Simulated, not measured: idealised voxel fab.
process module | voxel self aligned contacts
cross-section cut | 185 nm wide | cells 5 nm
A cross-section is a grid of square cells, given in bands from the top down. A band is one or more rows of cells.
Each band's line starts with the height of the band's top and of its bottom, in nm. Then come its materials from left to right, each with its width in nm. One material with "throughout" fills the band from edge to edge. "air" is empty space.
Height 0 is the level under which the wafer as received is all one material. The lowest band goes on downwards, as in "0 down".
A width such as "30 to 40" changes by the same amount from each row of cells to the next, from the band's top row to its bottom row.
"no change" after a step means that no cell of the cross-section changed.
closed voids: empty space of 8 cells or more with no open way to the top, each as width x height at its distance from the left edge, in nm
after a step's settings: what the simulator itself notes on the step
overlay nm, on a step with a mask: how far to the right of its planned place the mask lay; to the left if negative
plan
1 op RECEIVE | material Si
2 op CONFORMAL_DEP | material SiO2 | thk nm 5
3 op DIRECTIONAL_DEP | material polySi | thk nm 30
4 op DIRECTIONAL_DEP | material SiN | thk nm 20
5 op PATTERN | tone cover | mask id GATE | material resist | width nm 25 | pitch nm 60 | thk nm 20 | overlay nm 0
6 op DIRECTIONAL_ETCH | etch materials SiN | depth nm 20
7 op DIRECTIONAL_ETCH | etch materials polySi | depth nm 30
8 op STRIP | etch materials resist
9 op CONFORMAL_DEP | material SiN | thk nm 10
10 op DIRECTIONAL_ETCH | etch materials SiN | depth nm 10
11 op FILL_DEP | material SiO2 | thk nm 20
12 op CMP | height nm 65
13 op PATTERN | tone open | mask id CONTACT | material resist | width nm 45 | thk nm 15 | overlay nm 0
14 op DIRECTIONAL_ETCH | etch materials SiO2 | depth nm 65
15 op STRIP | etch materials resist
16 op CONFORMAL_DEP | material TiN | thk nm 5
17 op FILL_DEP | material W | thk nm 5
18 op CMP | height nm 65
19 op CONFORMAL_DEP | material SiCN | thk nm 5
as received, after step 1
  0 down: Si throughout
  closed voids: none
first wafer at the end, as planned
  70 to 65: SiCN throughout
  65 to 55: SiO2 70 | TiN 5 to 20 | W 35 to 5 | TiN 5 to 20 | SiO2 70
  55 to 35: SiO2 40 | SiN 45 | TiN 5 | W 5 | TiN 5 | SiN 45 | SiO2 40
  35 to 5: SiO2 40 | SiN 10 | polySi 25 | SiN 10 | TiN 5 | W 5 | TiN 5 | SiN 10 | polySi 25 | SiN 10 | SiO2 40
  5 to 0: SiO2 85 | TiN 15 | SiO2 85
  0 down: Si throughout
  closed voids: none
second wafer at the end: like start, like plan, one mistake
  70 to 65: SiCN throughout
  65 to 55: SiO2 75 | TiN 5 to 15 | W 25 to 5 | TiN 5 to 15 | SiO2 75
  55 to 35: SiO2 40 | SiN 45 | TiN 5 | W 5 | TiN 5 | SiN 45 | SiO2 40
  35 to 5: SiO2 40 | SiN 10 | polySi 25 | SiN 10 | TiN 5 | W 5 | TiN 5 | SiN 10 | polySi 25 | SiN 10 | SiO2 40
  5 to 0: SiO2 85 | TiN 15 | SiO2 85
  0 down: Si throughout
  closed voids: none
what went wrong: step 13 ran as: op PATTERN | tone open | mask id CONTACT | material resist | width nm 35 | thk nm 15 | overlay nm 0
at the end the second wafer has, in cells: 4 more of SiO2 | 2 fewer of TiN | 2 fewer of W
